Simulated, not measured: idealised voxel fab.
process module | voxel self aligned vias
cross-section cut | 185 nm wide | cells 5 nm
A cross-section is a grid of square cells, given in bands from the top down. A band is one or more rows of cells.
Each band's line starts with the height of the band's top and of its bottom, in nm. Then come its materials from left to right, each with its width in nm. One material with "throughout" fills the band from edge to edge. "air" is empty space.
Height 0 is the level under which the wafer as received is all one material. The lowest band goes on downwards, as in "0 down".
A width such as "30 to 40" changes by the same amount from each row of cells to the next, from the band's top row to its bottom row.
"no change" after a step means that no cell of the cross-section changed.
closed voids: empty space of 8 cells or more with no open way to the top, each as width x height at its distance from the left edge, in nm
after a step's settings: what the simulator itself notes on the step
overlay nm, on a step with a mask: how far to the right of its planned place the mask lay; to the left if negative
plan
1 op RECEIVE | material Si
2 op CONFORMAL_DEP | material SiO2 | thk nm 15
3 op CONFORMAL_DEP | material SiCN | thk nm 5
4 op DIRECTIONAL_DEP | material SiO2 | thk nm 20
5 op MASKED_ETCH | tone open | mask id LINES | width nm 25 | pitch nm 50 | etch materials SiO2 | depth nm 20 | overlay nm 0
6 op CONFORMAL_DEP | material TiN | thk nm 5
7 op FILL_DEP | material W | thk nm 10
8 op CMP | height nm 40
9 op SELECTIVE_ETCH | etch materials W Ru TiN | depth nm 5
10 op FILL_DEP | material SiN | thk nm 10
11 op CMP | height nm 40
12 op DIRECTIONAL_DEP | material SiO2 | thk nm 20
13 op MASKED_ETCH | tone open | mask id VIAS | width nm 35 | pitch nm 50 | etch materials SiO2 | depth nm 20 | overlay nm 0
14 op MASKED_ETCH | tone open | mask id VIAS | width nm 35 | pitch nm 50 | etch materials SiN | depth nm 5 | overlay nm 0
15 op CONFORMAL_DEP | material TiN | thk nm 5
16 op FILL_DEP | material Cu | thk nm 10
17 op CMP | height nm 60
18 op CONFORMAL_DEP | material SiCN | thk nm 5
as received, after step 1
  0 down: Si throughout
  closed voids: none
a wafer at the end: this start, this plan, one mistake
  65 to 60: SiCN throughout
  60 to 45: SiO2 25 | TiN 5 | Cu 25 | TiN 5 | SiO2 15 | TiN 5 | Cu 25 | TiN 5 | SiO2 15 | TiN 5 | Cu 25 | TiN 5 | SiO2 25
  45 to 40: SiO2 25 | TiN 10 | Cu 15 | TiN 10 | SiO2 15 | TiN 10 | Cu 15 | TiN 10 | SiO2 15 | TiN 10 | Cu 15 | TiN 10 | SiO2 25
  40 to 35: SiO2 30 | TiN 25 | SiO2 25 | TiN 25 | SiO2 25 | TiN 25 | SiO2 30
  35 to 30: SiCN throughout
  30 to 0: SiO2 throughout
  0 down: Si throughout
  closed voids: none
what went wrong: step 2 was run twice
